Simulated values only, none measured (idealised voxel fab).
The document below concerns the process module designated voxel trench capacitor.
It is cross-section cut that appears here, measuring 285 nm in width, its square cells being 5 nm in size.
Heads up, the way a cross-section reads in here is a grid of square cells, handed over as bands from the top down, with every band being one or more rows of cells.
A band entry consists of two parts. The first gives the height of the band's top and the height of its bottom, in nm. The rest lists the band's materials from left to right, each with its width in nm. A single material labelled with the word "everywhere" fills the band from edge to edge, and the word "air" marks empty space.
Zero point of the height axis is 0; under it, received wafer = one material. Lowest band: continues down indefinitely, "0 nm and below".
Graded width ("30->40"): value in top row of band = first number; value in bottom row = second number; row-to-row change constant.
Take "left unchanged" at face value: in the step it is given for, the cross-section changed in none of its cells.
You'll see "Enclosed internal voids" listing empty spaces that have no way open to the top, as long as they're 8 cells or more; the notation is width x height at distance, where the distance is from the left edge, and all of it is in nm.
The remark found on a step's line after its settings is issued by the simulator itself and pertains to that step.
overlay nm: how far to the right of its planned place the mask lay on this masked step (negative: to the left).
PLANNED PROCESS STEPS
- 1: RECEIVE (material Si)
- 2: CONFORMAL_DEP (material SiN; thk nm 5)
- 3: MASKED_ETCH (tone open; mask id TRENCH; width nm 25; pitch nm 40; etch materials SiN; depth nm 5; overlay nm 0)
- 4: MASKED_ETCH (tone open; mask id TRENCH; width nm 25; pitch nm 40; etch materials Si; depth nm 35; overlay nm 0)
- 5: CONFORMAL_DEP (material Al2O3; thk nm 5)
- 6: CONFORMAL_DEP (material TiN; thk nm 5)
- 7: FILL_DEP (material W; thk nm 10)
- 8: CMP (height nm 5)
SHOWN IN CROSS-SECTION IS THE WAFER AS RECEIVED, THAT IS, AS IT STANDS AFTER STEP 1
0 nm and below  Si everywhere
Enclosed internal voids: none
LOOKING AT THE FIRST OF TWO WAFERS IN CROSS-SECTION AT END OF MODULE - RAN TO PLAN
5 nm to 0 nm  70 nm SiN | 5 nm Al2O3 | 5 nm TiN | 5 nm W | 5 nm TiN | 5 nm Al2O3 | 15 nm SiN | 5 nm Al2O3 | 5 nm TiN | 5 nm W | 5 nm TiN | 5 nm Al2O3 | 15 nm SiN | 5 nm Al2O3 | 5 nm TiN | 5 nm W | 5 nm TiN | 5 nm Al2O3 | 15 nm SiN | 5 nm Al2O3 | 5 nm TiN | 5 nm W | 5 nm TiN | 5 nm Al2O3 | 70 nm SiN
0 nm to -25 nm  70 nm Si | 5 nm Al2O3 | 5 nm TiN | 5 nm W | 5 nm TiN | 5 nm Al2O3 | 15 nm Si | 5 nm Al2O3 | 5 nm TiN | 5 nm W | 5 nm TiN | 5 nm Al2O3 | 15 nm Si | 5 nm Al2O3 | 5 nm TiN | 5 nm W | 5 nm TiN | 5 nm Al2O3 | 15 nm Si | 5 nm Al2O3 | 5 nm TiN | 5 nm W | 5 nm TiN | 5 nm Al2O3 | 70 nm Si
-25 nm to -30 nm  70 nm Si | 5 nm Al2O3 | 15 nm TiN | 5 nm Al2O3 | 15 nm Si | 5 nm Al2O3 | 15 nm TiN | 5 nm Al2O3 | 15 nm Si | 5 nm Al2O3 | 15 nm TiN | 5 nm Al2O3 | 15 nm Si | 5 nm Al2O3 | 15 nm TiN | 5 nm Al2O3 | 70 nm Si
-30 nm to -35 nm  70 nm Si | 25 nm Al2O3 | 15 nm Si | 25 nm Al2O3 | 15 nm Si | 25 nm Al2O3 | 15 nm Si | 25 nm Al2O3 | 70 nm Si
-35 nm and below  Si everywhere
Enclosed internal voids: none
SECOND OF TWO WAFERS, MODULE COMPLETE, SECTIONED: IT SHARES THE FIRST WAFER'S START AND PLAN BUT WAS RUN WITH ONE MISTAKE
5 nm to 0 nm  TiN everywhere
0 nm and below  Si everywhere
Enclosed internal voids: none
Here's what went sideways: step 2 ran with different settings than intended, the actual operation and settings being CONFORMAL_DEP (material TiN; thk nm 5)
Final comparison by cell count, materials where the second wafer has more or fewer than the first: Al2O3 -76, Si +140, SiN -37, TiN -3, W -24
